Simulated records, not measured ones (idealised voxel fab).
Title: Process Module voxel gate over fins
Displayed cross-section: cut, width of 255 nm, square cells sized 5 nm.
For the purposes of this document, a cross-section shall be understood as a grid of square cells, specified as bands listed in top-to-bottom order, each band consisting of one or more rows of cells.
Quick guide to a band line: top height, bottom height (nm) up front; then every material left to right with its width in nm. Only one material and it's marked "throughout"? Then it fills the band edge to edge. And "air" just means empty space.
Where do heights start? At 0: under that level the wafer as delivered is made of one material only. And the lowest band has no floor; it just carries on downward, as in "0 nm and below".
Think of "30..40" as a width that walks from the first number to the second as you go down the band, top row to bottom row, taking equal-sized steps from row to row.
Take "all unchanged" at face value: in the step it is given for, the cross-section changed in none of its cells.
Empty spaces counting at least 8 cells and having no open way to the top are listed in "Unvented cavities". The notation width x height at distance is used for each, the distance being from the left edge and all three values in nm.
Heads up: the bit after the settings on a step's line is the simulator's remark on that step.
The optional step-line setting "overlay nm" applies to steps with a mask and quantifies how far to the right of its planned location the mask lay, a negative value indicating leftward placement.
Below is the list of planned process steps:
1: RECEIVE: material Si
2: CONFORMAL_DEP: material SiN, thk nm 5
3: DIRECTIONAL_DEP: material aC, thk nm 15
4: PATTERN: tone cover, mask id FINS, material resist, width nm 15, pitch nm 45, thk nm 35, overlay nm 0
5: DIRECTIONAL_ETCH: etch materials aC, depth nm 15
6: STRIP: etch materials resist
7: DIRECTIONAL_ETCH: etch materials SiN, depth nm 5
8: DIRECTIONAL_ETCH: etch materials Si, depth nm 40
9: STRIP: etch materials aC
10: FILL_DEP: material SiO2, thk nm 10
11: CMP: height nm 5
12: SELECTIVE_ETCH: etch materials SiO2, depth nm 15
13: STRIP: etch materials SiN
14: CONFORMAL_DEP: material HfO2, thk nm 5
15: CONFORMAL_DEP: material TiN, thk nm 5
16: CONFORMAL_DEP: material TiAl, thk nm 5
17: CONFORMAL_DEP: material TiN, thk nm 5
18: FILL_DEP: material W, thk nm 10
19: CMP: height nm 25
20: CONFORMAL_DEP: material SiCN, thk nm 10
The first wafer of two, processed as planned:
As received (post step 1): cross-section:
	0 nm and below = Si throughout
	Unvented cavities: none
Step 2 complete: cross-section through the wafer:
	5 nm to 0 nm = SiN throughout
	At heights below 0, the structure remains unaltered.
Step 3 complete: cross-section through the wafer:
	20 nm to 5 nm = aC throughout
	At heights below 5, the structure remains unaltered.
Step 4 complete: cross-section through the wafer:
	55 nm to 20 nm = air: 95 / resist: 15 / air: 30 / resist: 15 / air: 100
	At heights below 20, the structure remains unaltered.
Step 5 complete: cross-section through the wafer:
	40 nm to 20 nm = air: 95 / resist: 15 / air: 30 / resist: 15 / air: 100
	20 nm to 5 nm = air: 95 / aC: 15 / air: 30 / aC: 15 / air: 100
	At heights below 5, the structure remains unaltered.
Step 6 complete: cross-section through the wafer:
	20 nm to 5 nm = air: 95 / aC: 15 / air: 30 / aC: 15 / air: 100
	At heights below 5, the structure remains unaltered.
Step 7 complete: cross-section through the wafer:
	20 nm to 5 nm = air: 95 / aC: 15 / air: 30 / aC: 15 / air: 100
	5 nm to 0 nm = air: 95 / SiN: 15 / air: 30 / SiN: 15 / air: 100
	At heights below 0, the structure remains unaltered.
Step 8 complete: cross-section through the wafer:
	20 nm to 5 nm = air: 95 / aC: 15 / air: 30 / aC: 15 / air: 100
	5 nm to 0 nm = air: 95 / SiN: 15 / air: 30 / SiN: 15 / air: 100
	0 nm to -40 nm = air: 95 / Si: 15 / air: 30 / Si: 15 / air: 100
	At heights below -40, the structure remains unaltered.
Step 9 complete: cross-section through the wafer:
	5 nm to 0 nm = air: 95 / SiN: 15 / air: 30 / SiN: 15 / air: 100
	At heights below 0, the structure remains unaltered.
Step 10 complete: cross-section through the wafer:
	15 nm to 5 nm = SiO2 throughout
	5 nm to 0 nm = SiO2: 95 / SiN: 15 / SiO2: 30 / SiN: 15 / SiO2: 100
	0 nm to -40 nm = SiO2: 95 / Si: 15 / SiO2: 30 / Si: 15 / SiO2: 100
	At heights below -40, the structure remains unaltered.
Step 11 complete: cross-section through the wafer:
	5 nm to 0 nm = SiO2: 95 / SiN: 15 / SiO2: 30 / SiN: 15 / SiO2: 100
	At heights below 0, the structure remains unaltered.
Step 12 complete: cross-section through the wafer:
	5 nm to 0 nm = air: 95 / SiN: 15 / air: 30 / SiN: 15 / air: 100
	0 nm to -10 nm = air: 95 / Si: 15 / air: 30 / Si: 15 / air: 100
	At heights below -10, the structure remains unaltered.
Step 13 complete: cross-section through the wafer:
	0 nm to -10 nm = air: 95 / Si: 15 / air: 30 / Si: 15 / air: 100
	At heights below -10, the structure remains unaltered.
Step 14 complete: cross-section through the wafer:
	5 nm to 0 nm = air: 90 / HfO2: 25 / air: 20 / HfO2: 25 / air: 95
	0 nm to -5 nm = air: 90 / HfO2: 5 / Si: 15 / HfO2: 5 / air: 20 / HfO2: 5 / Si: 15 / HfO2: 5 / air: 95
	-5 nm to -10 nm = HfO2: 95 / Si: 15 / HfO2: 30 / Si: 15 / HfO2: 100
	At heights below -10, the structure remains unaltered.
Step 15 complete: cross-section through the wafer:
	10 nm to 5 nm = air: 85 / TiN: 35 / air: 10 / TiN: 35 / air: 90
	5 nm to 0 nm = air: 85 / TiN: 5 / HfO2: 25 / TiN: 5 / air: 10 / TiN: 5 / HfO2: 25 / TiN: 5 / air: 90
	0 nm to -5 nm = TiN: 90 / HfO2: 5 / Si: 15 / HfO2: 5 / TiN: 20 / HfO2: 5 / Si: 15 / HfO2: 5 / TiN: 95
	At heights below -5, the structure remains unaltered.
Step 16 complete: cross-section through the wafer:
	15 nm to 10 nm = air: 80 / TiAl: 90 / air: 85
	10 nm to 5 nm = air: 80 / TiAl: 5 / TiN: 35 / TiAl: 10 / TiN: 35 / TiAl: 5 / air: 85
	5 nm to 0 nm = TiAl: 85 / TiN: 5 / HfO2: 25 / TiN: 5 / TiAl: 10 / TiN: 5 / HfO2: 25 / TiN: 5 / TiAl: 90
	At heights below 0, the structure remains unaltered.
Step 17 complete: cross-section through the wafer:
	20 nm to 15 nm = air: 75 / TiN: 100 / air: 80
	15 nm to 10 nm = air: 75 / TiN: 5 / TiAl: 90 / TiN: 5 / air: 80
	10 nm to 5 nm = TiN: 80 / TiAl: 5 / TiN: 35 / TiAl: 10 / TiN: 35 / TiAl: 5 / TiN: 85
	At heights below 5, the structure remains unaltered.
Step 18 complete: cross-section through the wafer:
	30 nm to 20 nm = W throughout
	20 nm to 15 nm = W: 75 / TiN: 100 / W: 80
	15 nm to 10 nm = W: 75 / TiN: 5 / TiAl: 90 / TiN: 5 / W: 80
	At heights below 10, the structure remains unaltered.
Step 19 complete: cross-section through the wafer:
	25 nm to 20 nm = W throughout
	At heights below 20, the structure remains unaltered.
Step 20 complete: cross-section through the wafer:
	35 nm to 25 nm = SiCN throughout
	At heights below 25, the structure remains unaltered.
Second wafer. Start and plan as for the first. One mistake made in running. Agrees with the first up to and including step 3:
Second wafer: cross-section at the scheduled end of step 4:
	55 nm to 20 nm = air: 105 / resist: 15 / air: 30 / resist: 15 / air: 90
	At heights below 20, the structure remains unaltered.
Second wafer: cross-section at the scheduled end of step 5:
	40 nm to 20 nm = air: 105 / resist: 15 / air: 30 / resist: 15 / air: 90
	20 nm to 5 nm = air: 105 / aC: 15 / air: 30 / aC: 15 / air: 90
	At heights below 5, the structure remains unaltered.
Second wafer: cross-section at the scheduled end of step 6:
	20 nm to 5 nm = air: 105 / aC: 15 / air: 30 / aC: 15 / air: 90
	At heights below 5, the structure remains unaltered.
Second wafer: cross-section at the scheduled end of step 7:
	20 nm to 5 nm = air: 105 / aC: 15 / air: 30 / aC: 15 / air: 90
	5 nm to 0 nm = air: 105 / SiN: 15 / air: 30 / SiN: 15 / air: 90
	At heights below 0, the structure remains unaltered.
Second wafer: cross-section at the scheduled end of step 8:
	20 nm to 5 nm = air: 105 / aC: 15 / air: 30 / aC: 15 / air: 90
	5 nm to 0 nm = air: 105 / SiN: 15 / air: 30 / SiN: 15 / air: 90
	0 nm to -40 nm = air: 105 / Si: 15 / air: 30 / Si: 15 / air: 90
	At heights below -40, the structure remains unaltered.
Second wafer: cross-section at the scheduled end of step 9:
	5 nm to 0 nm = air: 105 / SiN: 15 / air: 30 / SiN: 15 / air: 90
	At heights below 0, the structure remains unaltered.
Second wafer: cross-section at the scheduled end of step 10:
	15 nm to 5 nm = SiO2 throughout
	5 nm to 0 nm = SiO2: 105 / SiN: 15 / SiO2: 30 / SiN: 15 / SiO2: 90
	0 nm to -40 nm = SiO2: 105 / Si: 15 / SiO2: 30 / Si: 15 / SiO2: 90
	At heights below -40, the structure remains unaltered.
Second wafer: cross-section at the scheduled end of step 11:
	5 nm to 0 nm = SiO2: 105 / SiN: 15 / SiO2: 30 / SiN: 15 / SiO2: 90
	At heights below 0, the structure remains unaltered.
Second wafer: cross-section at the scheduled end of step 12:
	5 nm to 0 nm = air: 105 / SiN: 15 / air: 30 / SiN: 15 / air: 90
	0 nm to -10 nm = air: 105 / Si: 15 / air: 30 / Si: 15 / air: 90
	At heights below -10, the structure remains unaltered.
Second wafer: cross-section at the scheduled end of step 13:
	0 nm to -10 nm = air: 105 / Si: 15 / air: 30 / Si: 15 / air: 90
	At heights below -10, the structure remains unaltered.
Second wafer: cross-section at the scheduled end of step 14:
	5 nm to 0 nm = air: 100 / HfO2: 25 / air: 20 / HfO2: 25 / air: 85
	0 nm to -5 nm = air: 100 / HfO2: 5 / Si: 15 / HfO2: 5 / air: 20 / HfO2: 5 / Si: 15 / HfO2: 5 / air: 85
	-5 nm to -10 nm = HfO2: 105 / Si: 15 / HfO2: 30 / Si: 15 / HfO2: 90
	At heights below -10, the structure remains unaltered.
Second wafer: cross-section at the scheduled end of step 15:
	10 nm to 5 nm = air: 95 / TiN: 35 / air: 10 / TiN: 35 / air: 80
	5 nm to 0 nm = air: 95 / TiN: 5 / HfO2: 25 / TiN: 5 / air: 10 / TiN: 5 / HfO2: 25 / TiN: 5 / air: 80
	0 nm to -5 nm = TiN: 100 / HfO2: 5 / Si: 15 / HfO2: 5 / TiN: 20 / HfO2: 5 / Si: 15 / HfO2: 5 / TiN: 85
	At heights below -5, the structure remains unaltered.
Second wafer: cross-section at the scheduled end of step 16:
	15 nm to 10 nm = air: 90 / TiAl: 90 / air: 75
	10 nm to 5 nm = air: 90 / TiAl: 5 / TiN: 35 / TiAl: 10 / TiN: 35 / TiAl: 5 / air: 75
	5 nm to 0 nm = TiAl: 95 / TiN: 5 / HfO2: 25 / TiN: 5 / TiAl: 10 / TiN: 5 / HfO2: 25 / TiN: 5 / TiAl: 80
	At heights below 0, the structure remains unaltered.
Second wafer: cross-section at the scheduled end of step 17:
	20 nm to 15 nm = air: 85 / TiN: 100 / air: 70
	15 nm to 10 nm = air: 85 / TiN: 5 / TiAl: 90 / TiN: 5 / air: 70
	10 nm to 5 nm = TiN: 90 / TiAl: 5 / TiN: 35 / TiAl: 10 / TiN: 35 / TiAl: 5 / TiN: 75
	At heights below 5, the structure remains unaltered.
Second wafer: cross-section at the scheduled end of step 18:
	30 nm to 20 nm = W throughout
	20 nm to 15 nm = W: 85 / TiN: 100 / W: 70
	15 nm to 10 nm = W: 85 / TiN: 5 / TiAl: 90 / TiN: 5 / W: 70
	At heights below 10, the structure remains unaltered.
Second wafer: cross-section at the scheduled end of step 19:
	25 nm to 20 nm = W throughout
	At heights below 20, the structure remains unaltered.
Second wafer: cross-section at the scheduled end of step 20:
	35 nm to 25 nm = SiCN throughout
	At heights below 25, the structure remains unaltered.
Which mistake was made when the wafer was run? contrary to plan, step 4 was performed as PATTERN: tone cover, mask id FINS, material resist, width nm 15, pitch nm 45, thk nm 35, overlay nm 10
At the end, each material covers as many cells on the second wafer as it does on the first, though the cells it covers are elsewhere.
